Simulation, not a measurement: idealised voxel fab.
process module | voxel quadruple lines
cross-section cut | 270 nm wide | cells 5 nm
A cross-section is a grid of square cells, given in bands from the top down. A band is one or more rows of cells.
Each band's line starts with the height of the band's top and of its bottom, in nm. Then come its materials from left to right, each with its width in nm. One material with "throughout" fills the band from edge to edge. "air" is empty space.
Height 0 is the level under which the wafer as received is all one material. The lowest band goes on downwards, as in "0 down".
A width such as "30 to 40" changes by the same amount from each row of cells to the next, from the band's top row to its bottom row.
"no change" after a step means that no cell of the cross-section changed.
closed voids: empty space of 8 cells or more with no open way to the top, each as width x height at its distance from the left edge, in nm
after a step's settings: what the simulator itself notes on the step
overlay nm, on a step with a mask: how far to the right of its planned place the mask lay; to the left if negative
plan
1 op RECEIVE | material Si
2 op CONFORMAL_DEP | material SiO2 | thk nm 5
3 op DIRECTIONAL_DEP | material W | thk nm 15
4 op DIRECTIONAL_DEP | material polySi | thk nm 15
5 op DIRECTIONAL_DEP | material aC | thk nm 25
6 op PATTERN | tone cover | mask id MANDREL | material resist | width nm 30 | pitch nm 80 | thk nm 35 | overlay nm 0
7 op DIRECTIONAL_ETCH | etch materials aC | depth nm 25
8 op STRIP | etch materials resist
9 op CONFORMAL_DEP | material SiO2 | thk nm 10
10 op DIRECTIONAL_ETCH | etch materials SiO2 | depth nm 10
11 op STRIP | etch materials aC
12 op DIRECTIONAL_ETCH | etch materials polySi | depth nm 15
13 op STRIP | etch materials SiO2
14 op CONFORMAL_DEP | material SiCN | thk nm 10
15 op DIRECTIONAL_ETCH | etch materials SiCN | depth nm 10
16 op STRIP | etch materials polySi
17 op DIRECTIONAL_ETCH | etch materials W | depth nm 15
18 op STRIP | etch materials SiCN
as received, after step 1
  0 down: Si throughout
  closed voids: none
first wafer at the end, as planned
  20 to 5: air 60 | W 10 | air 10 | W 10 | air 10 | W 10 | air 10 | W 10 | air 10 | W 10 | air 10 | W 10 | air 10 | W 10 | air 10 | W 10 | air 60
  5 to 0: SiO2 throughout
  0 down: Si throughout
  closed voids: none
second wafer at the end: like start, like plan, one mistake
  20 to 5: air 55 | W 10 | air 10 | W 10 | air 10 | W 10 | air 10 | W 10 | air 10 | W 10 | air 10 | W 10 | air 10 | W 10 | air 10 | W 10 | air 65
  5 to 0: SiO2 throughout
  0 down: Si throughout
  closed voids: none
what went wrong: step 6 ran as: op PATTERN | tone cover | mask id MANDREL | material resist | width nm 30 | pitch nm 80 | thk nm 35 | overlay nm -5
at the end the second wafer has, in cells: as many of each material as the first, in other places
